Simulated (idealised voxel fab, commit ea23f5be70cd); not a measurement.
process module | voxel self aligned vias
cross-section cut | 290 nm wide | cells 5 nm
A cross-section is a grid of square cells, given in bands from the top down. A band is one or more rows of cells.
Each band's line starts with the height of the band's top and of its bottom, in nm. Then come its materials from left to right, each with its width in nm. One material with "throughout" fills the band from edge to edge. "air" is empty space.
Height 0 is the level under which the wafer as received is all one material. The lowest band goes on downwards, as in "0 down".
A width such as "30 to 40" changes by the same amount from each row of cells to the next, from the band's top row to its bottom row.
"no change" after a step means that no cell of the cross-section changed.
closed voids: empty space of 8 cells or more with no open way to the top, each as width x height at its distance from the left edge, in nm
after a step's settings: what the simulator itself notes on the step
overlay nm, on a step with a mask: how far to the right of its planned place the mask lay; to the left if negative
plan
1 op RECEIVE | material Si
2 op CONFORMAL_DEP | material SiO2 | thk nm 15
3 op CONFORMAL_DEP | material SiCN | thk nm 5
4 op DIRECTIONAL_DEP | material SiO2 | thk nm 20
5 op MASKED_ETCH | tone open | mask id LINES | width nm 25 | pitch nm 70 | etch materials SiO2 | depth nm 20 | overlay nm 0
6 op CONFORMAL_DEP | material TiN | thk nm 5
7 op FILL_DEP | material Ru | thk nm 10
8 op CMP | height nm 40
9 op SELECTIVE_ETCH | etch materials W Ru TiN | depth nm 10
10 op FILL_DEP | material SiN | thk nm 5
11 op CMP | height nm 40
12 op DIRECTIONAL_DEP | material SiO2 | thk nm 20
13 op PATTERN | tone open | mask id VIAS | material resist | width nm 45 | thk nm 20 | overlay nm 0
14 op DIRECTIONAL_ETCH | etch materials SiO2 | depth nm 20
15 op DIRECTIONAL_ETCH | etch materials SiN | depth nm 10
16 op STRIP | etch materials resist
17 op CONFORMAL_DEP | material TiN | thk nm 5
18 op FILL_DEP | material W | thk nm 5
19 op CMP | height nm 60
20 op CONFORMAL_DEP | material SiN | thk nm 5
as received, after step 1
  0 down: Si throughout
  closed voids: none
first wafer at the end, as planned
  65 to 60: SiN throughout
  60 to 45: SiO2 85 | TiN 5 | W 35 | TiN 5 | SiO2 160
  45 to 40: SiO2 85 | TiN 15 | W 15 | TiN 15 | SiO2 160
  40 to 35: SiO2 95 | TiN 5 | W 15 | TiN 5 | SiO2 45 | SiN 25 | SiO2 100
  35 to 30: SiO2 95 | TiN 25 | SiO2 45 | SiN 25 | SiO2 100
  30 to 25: SiO2 95 | TiN 5 | Ru 15 | TiN 5 | SiO2 45 | TiN 5 | Ru 15 | TiN 5 | SiO2 100
  25 to 20: SiO2 95 | TiN 25 | SiO2 45 | TiN 25 | SiO2 100
  20 to 15: SiCN throughout
  15 to 0: SiO2 throughout
  0 down: Si throughout
  closed voids: none
second wafer at the end: like start, like plan, one mistake
  65 to 60: SiN throughout
  60 to 45: W 80 | TiN 5 | SiO2 45 | TiN 5 | W 155
  45 to 40: TiN 85 | SiO2 45 | TiN 40 | W 15 | TiN 105
  40 to 35: SiO2 95 | SiN 25 | SiO2 45 | TiN 5 | W 15 | TiN 5 | SiO2 100
  35 to 30: SiO2 95 | SiN 25 | SiO2 45 | TiN 25 | SiO2 100
  30 to 25: SiO2 95 | TiN 5 | Ru 15 | TiN 5 | SiO2 45 | TiN 5 | Ru 15 | TiN 5 | SiO2 100
  25 to 20: SiO2 95 | TiN 25 | SiO2 45 | TiN 25 | SiO2 100
  20 to 15: SiCN throughout
  15 to 0: SiO2 throughout
  0 down: Si throughout
  closed voids: none
what went wrong: step 13 ran as: op PATTERN | tone cover | mask id VIAS | material resist | width nm 45 | thk nm 20 | overlay nm 0
at the end the second wafer has, in cells: 160 fewer of SiO2 | 40 more of TiN | 120 more of W
